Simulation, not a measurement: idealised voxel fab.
Proc. module: voxel ribs on slabs
Displayed cross-section: cut, width of 245 nm, square cells sized 5 nm.
Cross-section = grid of square cells, listed top down in bands; band = one or more rows.
Heads up on the band format: heights come first, top then bottom, in nm. After that it's the materials left to right, each with its width in nm. A single material flagged "full width" fills the whole band edge to edge, and "blank" means there's empty space there.
The level at which height equals 0 is the one under which the wafer, as it arrives, is entirely one material. No lower edge exists for the bottom band, which continues downward and is notated as in "0..down".
Width "30->40": first value at the band's top row of cells, second value at its bottom row, equal change from row to row.
Key: "no modification" - step with no changed cell in the cross-section.
The entry "Enclosed empty spaces" lists the empty spaces that cover at least 8 cells and have no open path to the top. Each is written as width x height at distance, where the distance is measured from the left edge and all three values are in nm.
On a step's line, text after the settings is the simulator commenting on that step.
You can add "overlay nm" to a step's line. For a step with a mask, it describes how far the mask lay to the right of its planned position, and a negative number describes a lay to the left.

Intended process steps
1 op RECEIVE | material Si
2 op DIRECTIONAL_DEP | material SiO2 | thk nm 20
3 op DIRECTIONAL_DEP | material polySi | thk nm 25
4 op MASKED_ETCH | tone cover | mask id RIB | width nm 30 | etch materials polySi | depth nm 5 | overlay nm 0
5 op DIRECTIONAL_DEP | material aC | thk nm 15
6 op PATTERN | tone cover | mask id SLAB | material resist | width nm 70 | thk nm 30 | overlay nm 0
7 op DIRECTIONAL_ETCH | etch materials aC | depth nm 15
8 op STRIP | etch materials resist
9 op DIRECTIONAL_ETCH | etch materials polySi | depth nm 20
10 op STRIP | etch materials aC
11 op FILL_DEP | material SiO2 | thk nm 25
12 op CMP | height nm 65
13 op DIRECTIONAL_DEP | material W | thk nm 10
14 op PATTERN | tone cover | mask id HEATER | material resist | width nm 40 | thk nm 15 | overlay nm 0
15 op DIRECTIONAL_ETCH | etch materials W | depth nm 10
16 op STRIP | etch materials resist
17 op CONFORMAL_DEP | material SiO2 | thk nm 10

Shown in cross-section is the wafer as received, that is, as it stands after step 1
    0..down = Si full width
    Enclosed empty spaces: none

The first of the two wafers as seen in cross-section once the module was finished; processing followed the plan
    85..75 = 90 blank  60 SiO2  95 blank
    75..65 = 100 SiO2  40 W  105 SiO2
    65..45 = SiO2 full width
    45..40 = 105 SiO2  30 polySi  110 SiO2
    40..20 = 85 SiO2  70 polySi  90 SiO2
    20..0 = SiO2 full width
    0..down = Si full width
    Enclosed empty spaces: none

Second wafer cross-section at end of module - shared start and plan with the first, one mistake in the run
    75..65 = 100 blank  40 W  105 blank
    65..45 = SiO2 full width
    45..40 = 105 SiO2  30 polySi  110 SiO2
    40..20 = 85 SiO2  70 polySi  90 SiO2
    20..0 = SiO2 full width
    0..down = Si full width
    Enclosed empty spaces: none
What was done differently from what was planned? step 17 of the plan never got run, it was skipped over
Once processing is complete, comparing cell counts shows that the second wafer has more or fewer of certain materials than the first: SiO2: 106 fewer
